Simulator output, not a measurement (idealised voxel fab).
process module | voxel plated lines
cross-section cut | 240 nm wide | cells 5 nm
A cross-section is a grid of square cells, given in bands from the top down. A band is one or more rows of cells.
Each band's line starts with the height of the band's top and of its bottom, in nm. Then come its materials from left to right, each with its width in nm. One material with "throughout" fills the band from edge to edge. "air" is empty space.
Height 0 is the level under which the wafer as received is all one material. The lowest band goes on downwards, as in "0 down".
A width such as "30 to 40" changes by the same amount from each row of cells to the next, from the band's top row to its bottom row.
"no change" after a step means that no cell of the cross-section changed.
closed voids: empty space of 8 cells or more with no open way to the top, each as width x height at its distance from the left edge, in nm
after a step's settings: what the simulator itself notes on the step
overlay nm, on a step with a mask: how far to the right of its planned place the mask lay; to the left if negative
plan
1 op RECEIVE | material Si
2 op CONFORMAL_DEP | material SiN | thk nm 5
3 op DIRECTIONAL_DEP | material TiN | thk nm 5
4 op PATTERN | tone open | mask id LINES | material resist | width nm 15 | pitch nm 35 | thk nm 35 | overlay nm 0
5 op EPI | material Ru | thk nm 5
6 op EPI | material Ru | thk nm 5
7 op EPI | material Ru | thk nm 10
8 op STRIP | etch materials resist
9 op DIRECTIONAL_ETCH | etch materials TiN | depth nm 5
10 op CONFORMAL_DEP | material SiCN | thk nm 5
as received, after step 1
  0 down: Si throughout
  closed voids: none
first wafer at the end, as planned
  35 to 30: air 90 | SiCN 25 | air 10 | SiCN 25 | air 90
  30 to 10: air 90 | SiCN 5 | Ru 15 | SiCN 5 | air 10 | SiCN 5 | Ru 15 | SiCN 5 | air 90
  10 to 5: SiCN 95 | TiN 15 | SiCN 20 | TiN 15 | SiCN 95
  5 to 0: SiN throughout
  0 down: Si throughout
  closed voids: none
second wafer at the end: like start, like plan, one mistake
  35 to 30: SiCN 100 | air 5 | SiCN 30 | air 5 | SiCN 100
  30 to 10: Ru 95 | SiCN 5 | air 5 | SiCN 5 | Ru 20 | SiCN 5 | air 5 | SiCN 5 | Ru 95
  10 to 5: TiN 95 | SiCN 15 | TiN 20 | SiCN 15 | TiN 95
  5 to 0: SiN throughout
  0 down: Si throughout
  closed voids: none
what went wrong: step 4 ran as: op PATTERN | tone cover | mask id LINES | material resist | width nm 15 | pitch nm 35 | thk nm 35 | overlay nm 0
at the end the second wafer has, in cells: 144 more of Ru | 36 more of TiN
